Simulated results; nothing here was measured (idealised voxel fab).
You're looking at the process module voxel capacitor over wiring.
The cross-section shown here is cut; it is 280 nm wide and divided into square cells measuring 5 nm on a side.
Throughout this document, each cross-section is represented as a grid of square cells and is presented as a sequence of bands enumerated from the top downward, where a band comprises one or more rows of cells. Per band: top height and bottom height in nm, followed by the left-to-right materials and their widths in nm; "everywhere" marks a single material spanning edge to edge, "blank" marks empty space. Note: height 0 marks the level under which the wafer is uniformly one material as received. Lowest band unbounded below, written "from 0 down". Think of "30->40" as a width that walks from the first number to the second as you go down the band, top row to bottom row, taking equal-sized steps from row to row. Key: "everything unchanged" - step with no changed cell in the cross-section. "Closed empty spaces": sealed empty spaces, 8 cells or more, no open way to top, listed width x height at distance, with distance from the left edge and width, height and distance in nm. The remark found on a step's line after its settings is issued by the simulator itself and pertains to that step. A step's line can hold "overlay nm"; with a mask on that step, the setting says how far right of the planned place the mask lay, while a negative setting says it lay to the left.
LISTED BELOW ARE THE PROCESS STEPS AS PLANNED
- 1: op RECEIVE | material Si
- 2: op CONFORMAL_DEP | material SiO2 | thk nm 10
- 3: op DIRECTIONAL_DEP | material TiN | thk nm 5
- 4: op DIRECTIONAL_DEP | material W | thk nm 20
- 5: op PATTERN | tone cover | mask id METAL_1 | material resist | width nm 20 | pitch nm 75 | thk nm 15 | overlay nm 0
- 6: op DIRECTIONAL_ETCH | etch materials W | depth nm 20
- 7: op DIRECTIONAL_ETCH | etch materials TiN | depth nm 5
- 8: op STRIP | etch materials resist
- 9: op FILL_DEP | material lowk | thk nm 5
- 10: op CMP | height nm 35
- 11: op CONFORMAL_DEP | material SiCN | thk nm 5
- 12: op DIRECTIONAL_DEP | material SiO2 | thk nm 20
- 13: op DIRECTIONAL_DEP | material aC | thk nm 15
- 14: op PATTERN | tone open | mask id PLUG_1 | material resist | width nm 15 | thk nm 35 | overlay nm 0
- 15: op DIRECTIONAL_ETCH | etch materials aC | depth nm 15
- 16: op STRIP | etch materials resist
- 17: op DIRECTIONAL_ETCH | etch materials SiO2 | depth nm 20
- 18: op DIRECTIONAL_ETCH | etch materials SiCN | depth nm 5
- 19: op STRIP | etch materials aC
- 20: op EPI | material Ru | thk nm 10
- 21: op EPI | material Ru | thk nm 10
- 22: op EPI | material Ru | thk nm 5
- 23: op DIRECTIONAL_DEP | material TiN | thk nm 5
- 24: op DIRECTIONAL_DEP | material SiN | thk nm 5
- 25: op DIRECTIONAL_DEP | material TiN | thk nm 5
- 26: op PATTERN | tone cover | mask id UPPER_PLATE | material resist | width nm 60 | thk nm 20 | overlay nm 0
- 27: op DIRECTIONAL_ETCH | etch materials TiN | depth nm 5
- 28: op DIRECTIONAL_ETCH | etch materials SiN | depth nm 5
- 29: op STRIP | etch materials resist
- 30: op MASKED_ETCH | tone cover | mask id LOWER_PLATE | width nm 70 | etch materials TiN | depth nm 5 | overlay nm 0
- 31: op FILL_DEP | material SiO2 | thk nm 15
- 32: op CMP | height nm 85
- 33: op MASKED_ETCH | tone open | mask id PLUG_2 | width nm 15 | etch materials SiO2 | depth nm 10 | overlay nm 0
- 34: op CONFORMAL_DEP | material TiN | thk nm 5
- 35: op FILL_DEP | material Cu | thk nm 5
- 36: op CMP | height nm 85
- 37: op CONFORMAL_DEP | material SiCN | thk nm 5
For clarity, it should be stated that the wafers under discussion commence in an identical condition and differ with respect to the thk nm of step 3, the plan indicating the value that the first wafer had.
FIRST WAFER OF SEVERAL, AS RECEIVED: CROSS-SECTION AFTER STEP 1
    from 0 down  Si everywhere
    Closed empty spaces: none
HEADS UP, THIS TABLE GOES WAFER BY WAFER. A ROW TELLS YOU, AT THE END OF THE MODULE, HOW MANY CELLS OF EACH MATERIAL THAT WAFER HAS PUT ON (+) OR DROPPED (-) SINCE IT WAS RECEIVED, AND THEN ITS CLOSED VOIDS
thk nm 5; +1 Cu; +15 Ru; +109 SiCN; +12 SiN; +560 SiO2; +39 TiN; +32 W; +240 lowk; Closed empty spaces: none
thk nm 10; +1 Cu; +15 Ru; +109 SiCN; +12 SiN; +560 SiO2; +95 TiN; +24 W; +192 lowk; Closed empty spaces: none
thk nm 15; +1 Cu; +15 Ru; +109 SiCN; +12 SiN; +560 SiO2; +151 TiN; +16 W; +144 lowk; Closed empty spaces: none
thk nm 20; +1 Cu; +15 Ru; +109 SiCN; +12 SiN; +560 SiO2; +207 TiN; +8 W; +96 lowk; Closed empty spaces: none
